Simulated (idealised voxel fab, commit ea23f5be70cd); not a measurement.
This is a process module. Its name is voxel fin reveal.
Section shown: cut. Width: 255 nm. Cell size: 5 nm, square.
The cross-sections in this document take the form of a grid made of square cells. They are written out as bands, in order from top to bottom. Each band consists of one or more rows of cells.
Read a band's entry like this: the first values are the height of its top and the height of its bottom in nm, and what follows is the sequence of materials from left to right, each with its width in nm. Note that "air" is empty space, and that a single material marked "everywhere" reaches across the band from edge to edge.
Counting heights begins at 0, where everything beneath is, in the wafer as received, one material. The lowest band has no bottom; it goes on downwards, as "0 nm and below" shows.
Graded width ("30->40"): value in top row of band = first number; value in bottom row = second number; row-to-row change constant.
Where a step carries "no modifications", the cross-section came out of it unchanged, cell for cell.
Each empty space that has no open way to the top and spans at least 8 cells appears under "Fully enclosed voids" as width x height at distance, the distance counted from the left edge, all in nm.
On each step's line, the part that comes after the settings is the simulator's own comment on the step.
On any step carrying a mask, the "overlay nm" setting, if present on the step's line, tells how far right of its planned place the mask lay; negative values point to the left.
**plan**
1 RECEIVE | material Si
2 CONFORMAL_DEP | material SiN | thk nm 10
3 PATTERN | tone cover | mask id FINS | material resist | width nm 15 | pitch nm 40 | thk nm 15 | overlay nm 0
4 DIRECTIONAL_ETCH | etch materials SiN | depth nm 10
5 DIRECTIONAL_ETCH | etch materials Si | depth nm 35
6 STRIP | etch materials resist
7 OXIDIZE | depth nm 5
8 FILL_DEP | material SiO2 | thk nm 15
9 CMP | height nm 10
10 SELECTIVE_ETCH | etch materials SiO2 | depth nm 35
11 STRIP | etch materials SiN
**The following pertains to the first of two wafers, which was processed as planned**
**Shown in cross-section is the wafer as received, that is, as it stands after step 1**
* 0 nm and below  Si everywhere
* Fully enclosed voids: none
**State of the wafer after step 2, shown in cross-section**
* 10 nm to 0 nm  SiN everywhere
* Heights below 0 show no change.
**State of the wafer after step 3, shown in cross-section**
* 25 nm to 10 nm  air 80  resist 15  air 25  resist 15  air 25  resist 15  air 80
* Heights below 10 show no change.
**State of the wafer after step 4, shown in cross-section**
* 25 nm to 10 nm  air 80  resist 15  air 25  resist 15  air 25  resist 15  air 80
* 10 nm to 0 nm  air 80  SiN 15  air 25  SiN 15  air 25  SiN 15  air 80
* Heights below 0 show no change.
**State of the wafer after step 5, shown in cross-section**
* 25 nm to 10 nm  air 80  resist 15  air 25  resist 15  air 25  resist 15  air 80
* 10 nm to 0 nm  air 80  SiN 15  air 25  SiN 15  air 25  SiN 15  air 80
* 0 nm to -35 nm  air 80  Si 15  air 25  Si 15  air 25  Si 15  air 80
* Heights below -35 show no change.
**State of the wafer after step 6, shown in cross-section**
* 10 nm to 0 nm  air 80  SiN 15  air 25  SiN 15  air 25  SiN 15  air 80
* Heights below 0 show no change.
**State of the wafer after step 7, shown in cross-section**
* 10 nm to 0 nm  air 80  SiN 15  air 25  SiN 15  air 25  SiN 15  air 80
* 0 nm to -35 nm  air 80  SiO2 5  Si 5  SiO2 5  air 25  SiO2 5  Si 5  SiO2 5  air 25  SiO2 5  Si 5  SiO2 5  air 80
* -35 nm to -40 nm  SiO2 85  Si 5  SiO2 35  Si 5  SiO2 35  Si 5  SiO2 85
* Heights below -40 show no change.
**State of the wafer after step 8, shown in cross-section**
* 25 nm to 10 nm  SiO2 everywhere
* 10 nm to 0 nm  SiO2 80  SiN 15  SiO2 25  SiN 15  SiO2 25  SiN 15  SiO2 80
* 0 nm to -40 nm  SiO2 85  Si 5  SiO2 35  Si 5  SiO2 35  Si 5  SiO2 85
* Heights below -40 show no change.
**State of the wafer after step 9, shown in cross-section**
* 10 nm to 0 nm  SiO2 80  SiN 15  SiO2 25  SiN 15  SiO2 25  SiN 15  SiO2 80
* Heights below 0 show no change.
**State of the wafer after step 10, shown in cross-section**
* 10 nm to 0 nm  air 80  SiN 15  air 25  SiN 15  air 25  SiN 15  air 80
* 0 nm to -25 nm  air 85  Si 5  air 35  Si 5  air 35  Si 5  air 85
* Heights below -25 show no change.
**State of the wafer after step 11, shown in cross-section**
* 0 nm to -25 nm  air 85  Si 5  air 35  Si 5  air 35  Si 5  air 85
* Heights below -25 show no change.
**What follows concerns the second wafer, which started out like the first and was meant to follow the very same plan; one mistake crept in when it was run, but everything up to and including step 9 is the same as for the first wafer**
**The second wafer in cross-section, at the planned close of step 10**
* 10 nm to 0 nm  SiO2 80  air 15  SiO2 25  air 15  SiO2 25  air 15  SiO2 80
* Heights below 0 show no change.
**The second wafer in cross-section, at the planned close of step 11**
* 0 nm to -25 nm  air 85  Si 5  air 35  Si 5  air 35  Si 5  air 85
* -25 nm to -35 nm  SiO2 45  air 40  Si 5  air 35  Si 5  air 35  Si 5  air 40  SiO2 45
* Heights below -35 show no change.
So what did we get wrong on this run? the run placed steps 10 and 11 each in the position the plan gave to the other
FYI, end of process, the second wafer has more or fewer cells of some materials than the first: SiO2: 60 fewer
